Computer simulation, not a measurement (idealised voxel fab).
This is a process module. Its name is voxel fin reveal.
Pictured: cross-section cut, 250 nm wide, on a grid of 5 nm square cells.
Cross-section format: a grid of square cells, given as bands from top to bottom; each band is one or more rows of cells. Top, bottom (nm), then materials left to right with widths (nm); lone material tagged "all across" fills the whole band edge to edge; "empty" = empty space. Zero point of the height axis is 0; under it, received wafer = one material. Lowest band: continues down indefinitely, "top 0, no bottom". So if you see something like "30 to 40" for the width, read it as the top row of the band sitting at the first number and the bottom row at the second, with every row in between moving by the same amount as the last. "left unchanged" -> step changed no cross-section cell. "Fully sealed cavities": sealed empty spaces, 8 cells or more, no open way to top, listed width x height at distance, with distance from the left edge and width, height and distance in nm. It should be noted that, on the line of a given step, the content following the step's settings is a remark produced by the simulator itself with respect to that step. "overlay nm", when on a step's line for a step with a mask, measures how far to the right of its planned place the mask lay; a negative measure means to the left.
Process steps (planned):
1 op RECEIVE | material Si
2 op CONFORMAL_DEP | material SiN | thk nm 5
3 op DIRECTIONAL_DEP | material aC | thk nm 10
4 op PATTERN | tone cover | mask id FINS | material resist | width nm 15 | pitch nm 40 | thk nm 30 | overlay nm 0
5 op DIRECTIONAL_ETCH | etch materials aC | depth nm 10
6 op STRIP | etch materials resist
7 op DIRECTIONAL_ETCH | etch materials SiN | depth nm 10
8 op DIRECTIONAL_ETCH | etch materials Si | depth nm 40
9 op STRIP | etch materials aC
10 op FILL_DEP | material SiO2 | thk nm 10
11 op CMP | height nm 10
12 op SELECTIVE_ETCH | etch materials SiO2 | depth nm 30
13 op STRIP | etch materials SiN
All wafers enter the flow in the same state. The thk nm at step 2 differs from wafer to wafer, and the plan gives the value for the first wafer.
Cross-sectional view of the first of several wafers in the as-received condition, corresponding to the state following step 1:
- top 0, no bottom | Si all across
- Fully sealed cavities: none
For your reference, the table is organized with a row per wafer; each row reflects the wafer at the end of the module, indicating for each material the cells gained (+) or lost (-) since receipt, and thereafter its closed voids:
thk nm 5, -328 Si, +164 SiO2, Fully sealed cavities: none
thk nm 10, -328 Si, +164 SiO2, Fully sealed cavities: none
thk nm 15, no changed cells in the cross-section, Fully sealed cavities: none
thk nm 20, no changed cells in the cross-section, Fully sealed cavities: none
thk nm 25, no changed cells in the cross-section, Fully sealed cavities: none
